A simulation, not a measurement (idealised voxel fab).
The following process module bears the name voxel transistor to metal.
The figure presents cross-section cut, which has a width of 290 nm and is divided into square cells with an edge length of 5 nm.
For the purposes of this document, a cross-section shall be understood as a grid of square cells, specified as bands listed in top-to-bottom order, each band consisting of one or more rows of cells. It is stipulated that each band's entry specify, in nanometres, the height of the top of the band and then that of its bottom, followed by the materials of the band in left-to-right sequence, each together with its width in nanometres. A single material marked by the word "throughout" is understood to fill the band from edge to edge; the word "empty" is understood to denote empty space. All heights in this document are referenced to 0, defined as the level beneath which the wafer, as received, consists entirely of one material. The lowest band is not bounded below; it extends indefinitely downward and is written in the form "0..down". A width given as "30..40" starts at the first number in the band's top row and ends at the second number in its bottom row, shifting by an equal amount at every step from row to row. "no modifications", as given for a step, is the statement that not any cell of the cross-section underwent a change during that step. The list in "Cavities, sealed" covers empty spaces of 8 cells or more that cannot reach the top through any open way, and it gives each as width x height at distance; the distance is from the left edge, and width, height and distance are in nm. It should be noted that, on the line of a given step, the content following the step's settings is a remark produced by the simulator itself with respect to that step. Among the settings permitted on a step's line is "overlay nm"; applied to a step with a mask, it specifies the extent to which the mask lay to the right of its planned position, whereas a negative figure signifies a position to the left.

-- Process steps - plan
| 1 | RECEIVE: material Si |
| 2 | CONFORMAL_DEP: material SiO2, thk nm 5 |
| 3 | CONFORMAL_DEP: material SiN, thk nm 10 |
| 4 | MASKED_ETCH: tone cover, mask id ACTIVE, width nm 115, pitch nm 135, etch materials SiN, depth nm 10, overlay nm 0 |
| 5 | MASKED_ETCH: tone cover, mask id ACTIVE, width nm 115, pitch nm 135, etch materials SiO2, depth nm 5, overlay nm 0 |
| 6 | MASKED_ETCH: tone cover, mask id ACTIVE, width nm 115, pitch nm 135, etch materials Si, depth nm 30, overlay nm 0 |
| 7 | FILL_DEP: material SiO2, thk nm 5 |
| 8 | CMP: height nm 15 |
| 9 | SELECTIVE_ETCH: etch materials SiO2, depth nm 5 |
| 10 | STRIP: etch materials SiN |
| 11 | SELECTIVE_ETCH: etch materials SiO2, depth nm 5 |
| 12 | OXIDIZE: depth nm 5 |
| 13 | DIRECTIONAL_DEP: material polySi, thk nm 30 |
| 14 | DIRECTIONAL_DEP: material SiCN, thk nm 10 |
| 15 | PATTERN: tone cover, mask id GATE, material resist, width nm 35, pitch nm 135, thk nm 20, overlay nm 0 |
| 16 | DIRECTIONAL_ETCH: etch materials SiCN, depth nm 20 |
| 17 | DIRECTIONAL_ETCH: etch materials polySi, depth nm 40 |
| 18 | STRIP: etch materials resist |
| 19 | CONFORMAL_DEP: material SiO2, thk nm 5 |
| 20 | DIRECTIONAL_ETCH: etch materials SiO2, depth nm 5 |
| 21 | CONFORMAL_DEP: material SiN, thk nm 10 |
| 22 | DIRECTIONAL_ETCH: etch materials SiN, depth nm 10 |
| 23 | DIRECTIONAL_ETCH: etch materials SiO2, depth nm 5 |
| 24 | EPI: material SiGe, thk nm 5 |
| 25 | FILL_DEP: material SiO2, thk nm 10 |
| 26 | CMP: height nm 30 |
| 27 | STRIP: etch materials polySi |
| 28 | SELECTIVE_ETCH: etch materials SiO2, depth nm 5 |
| 29 | CONFORMAL_DEP: material HfO2, thk nm 5 |
| 30 | CONFORMAL_DEP: material TiN, thk nm 5 |
| 31 | FILL_DEP: material W, thk nm 10 |
| 32 | CMP: height nm 25 |
| 33 | DIRECTIONAL_DEP: material SiO2, thk nm 15 |
| 34 | PATTERN: tone open, mask id CONTACT, material resist, width nm 15, thk nm 15, overlay nm 0 |
| 35 | DIRECTIONAL_ETCH: etch materials SiO2, depth nm 40 |
| 36 | STRIP: etch materials resist |
| 37 | CONFORMAL_DEP: material TiN, thk nm 5 |
| 38 | FILL_DEP: material Ru, thk nm 5 |
| 39 | CMP: height nm 40 |
| 40 | DIRECTIONAL_DEP: material TiN, thk nm 5 |
| 41 | DIRECTIONAL_DEP: material Ru, thk nm 15 |
| 42 | MASKED_ETCH: tone cover, mask id METAL_1, width nm 15, etch materials Ru, depth nm 15, overlay nm -10 |
| 43 | MASKED_ETCH: tone cover, mask id METAL_1, width nm 15, etch materials TiN, depth nm 5, overlay nm 0 |
| 44 | FILL_DEP: material lowk, thk nm 10 |
| 45 | CMP: height nm 60 |
| 46 | CONFORMAL_DEP: material SiN, thk nm 5 |
It is noted that the wafers described herein are identical at the outset and are distinguished by the overlay nm of step 42; the value stated in the plan corresponds to the first wafer.

-- First of several wafers, received after step 1, in cross-section
> 0..down | Si throughout
> Cavities, sealed: none

-- The cross-section of the first of several wafers is given below for the end of the module, after its final step, step 46
> 65..60 | SiN throughout
> 60..45 | 15 lowk, then 15 Ru, then 75 lowk, then 15 Ru, then 30 lowk, then 15 Ru, then 75 lowk, then 15 Ru, then 35 lowk
> 45..40 | 15 lowk, then 25 TiN, then 65 lowk, then 25 TiN, then 20 lowk, then 25 TiN, then 65 lowk, then 25 TiN, then 25 lowk
> 40..25 | 25 SiO2, then 5 TiN, then 5 Ru, then 5 TiN, then 75 SiO2, then 5 TiN, then 5 Ru, then 5 TiN, then 30 SiO2, then 5 TiN, then 5 Ru, then 5 TiN, then 75 SiO2, then 5 TiN, then 5 Ru, then 5 TiN, then 25 SiO2
> 25..10 | 25 SiO2, then 5 TiN, then 5 Ru, then 5 TiN, then 5 SiO2, then 10 SiN, then 5 HfO2, then 5 TiN, then 25 W, then 5 TiN, then 5 HfO2, then 10 SiN, then 5 SiO2, then 5 TiN, then 5 Ru, then 5 TiN, then 30 SiO2, then 5 TiN, then 5 Ru, then 5 TiN, then 5 SiO2, then 10 SiN, then 5 HfO2, then 5 TiN, then 25 W, then 5 TiN, then 5 HfO2, then 10 SiN, then 5 SiO2, then 5 TiN, then 5 Ru, then 5 TiN, then 25 SiO2
> 10..5 | 25 SiO2, then 15 TiN, then 5 SiO2, then 10 SiN, then 5 HfO2, then 5 TiN, then 25 W, then 5 TiN, then 5 HfO2, then 10 SiN, then 5 SiO2, then 15 TiN, then 30 SiO2, then 15 TiN, then 5 SiO2, then 10 SiN, then 5 HfO2, then 5 TiN, then 25 W, then 5 TiN, then 5 HfO2, then 10 SiN, then 5 SiO2, then 15 TiN, then 25 SiO2
> 5..0 | 20 SiO2, then 10 SiN, then 10 TiN, then 5 SiO2, then 10 SiN, then 5 HfO2, then 35 TiN, then 5 HfO2, then 10 SiN, then 5 SiO2, then 10 TiN, then 10 SiN, then 20 SiO2, then 10 SiN, then 10 TiN, then 5 SiO2, then 10 SiN, then 5 HfO2, then 35 TiN, then 5 HfO2, then 10 SiN, then 5 SiO2, then 10 TiN, then 10 SiN, then 20 SiO2
> 0..-5 | 30 SiO2, then 15 SiGe, then 10 SiO2, then 45 HfO2, then 10 SiO2, then 15 SiGe, then 40 SiO2, then 15 SiGe, then 10 SiO2, then 45 HfO2, then 10 SiO2, then 15 SiGe, then 30 SiO2
> -5..-30 | 20 SiO2, then 115 Si, then 20 SiO2, then 115 Si, then 20 SiO2
> -30..down | Si throughout
> Cavities, sealed: none

-- Here's the last wafer cross-sectioned at the end of the module
> 65..60 | SiN throughout
> 60..45 | 35 lowk, then 15 Ru, then 75 lowk, then 15 Ru, then 30 lowk, then 15 Ru, then 75 lowk, then 15 Ru, then 15 lowk
> 45..40 | 25 lowk, then 25 TiN, then 65 lowk, then 25 TiN, then 20 lowk, then 25 TiN, then 65 lowk, then 25 TiN, then 15 lowk
> 40..25 | 25 SiO2, then 5 TiN, then 5 Ru, then 5 TiN, then 75 SiO2, then 5 TiN, then 5 Ru, then 5 TiN, then 30 SiO2, then 5 TiN, then 5 Ru, then 5 TiN, then 75 SiO2, then 5 TiN, then 5 Ru, then 5 TiN, then 25 SiO2
> 25..10 | 25 SiO2, then 5 TiN, then 5 Ru, then 5 TiN, then 5 SiO2, then 10 SiN, then 5 HfO2, then 5 TiN, then 25 W, then 5 TiN, then 5 HfO2, then 10 SiN, then 5 SiO2, then 5 TiN, then 5 Ru, then 5 TiN, then 30 SiO2, then 5 TiN, then 5 Ru, then 5 TiN, then 5 SiO2, then 10 SiN, then 5 HfO2, then 5 TiN, then 25 W, then 5 TiN, then 5 HfO2, then 10 SiN, then 5 SiO2, then 5 TiN, then 5 Ru, then 5 TiN, then 25 SiO2
> 10..5 | 25 SiO2, then 15 TiN, then 5 SiO2, then 10 SiN, then 5 HfO2, then 5 TiN, then 25 W, then 5 TiN, then 5 HfO2, then 10 SiN, then 5 SiO2, then 15 TiN, then 30 SiO2, then 15 TiN, then 5 SiO2, then 10 SiN, then 5 HfO2, then 5 TiN, then 25 W, then 5 TiN, then 5 HfO2, then 10 SiN, then 5 SiO2, then 15 TiN, then 25 SiO2
> 5..0 | 20 SiO2, then 10 SiN, then 10 TiN, then 5 SiO2, then 10 SiN, then 5 HfO2, then 35 TiN, then 5 HfO2, then 10 SiN, then 5 SiO2, then 10 TiN, then 10 SiN, then 20 SiO2, then 10 SiN, then 10 TiN, then 5 SiO2, then 10 SiN, then 5 HfO2, then 35 TiN, then 5 HfO2, then 10 SiN, then 5 SiO2, then 10 TiN, then 10 SiN, then 20 SiO2
> 0..-5 | 30 SiO2, then 15 SiGe, then 10 SiO2, then 45 HfO2, then 10 SiO2, then 15 SiGe, then 40 SiO2, then 15 SiGe, then 10 SiO2, then 45 HfO2, then 10 SiO2, then 15 SiGe, then 30 SiO2
> -5..-30 | 20 SiO2, then 115 Si, then 20 SiO2, then 115 Si, then 20 SiO2
> -30..down | Si throughout
> Cavities, sealed: none

-- Every row in this table is a wafer at the end of the module, and it gives, for each of the materials, the cells that wafer has gained (+) or lost (-) since it was received, then its closed voids
overlay nm -10 | +38 HfO2 | +60 Ru | -118 Si | +12 SiGe | +106 SiN | +322 SiO2 | +118 TiN | +40 W | +176 lowk | Cavities, sealed: none
overlay nm -5 | +38 HfO2 | +60 Ru | -118 Si | +12 SiGe | +106 SiN | +322 SiO2 | +114 TiN | +40 W | +180 lowk | Cavities, sealed: none
overlay nm 0 | +38 HfO2 | +60 Ru | -118 Si | +12 SiGe | +106 SiN | +322 SiO2 | +110 TiN | +40 W | +184 lowk | Cavities, sealed: none
overlay nm 5 | +38 HfO2 | +60 Ru | -118 Si | +12 SiGe | +106 SiN | +322 SiO2 | +114 TiN | +40 W | +180 lowk | Cavities, sealed: none
overlay nm 10 | +38 HfO2 | +60 Ru | -118 Si | +12 SiGe | +106 SiN | +322 SiO2 | +118 TiN | +40 W | +176 lowk | Cavities, sealed: none
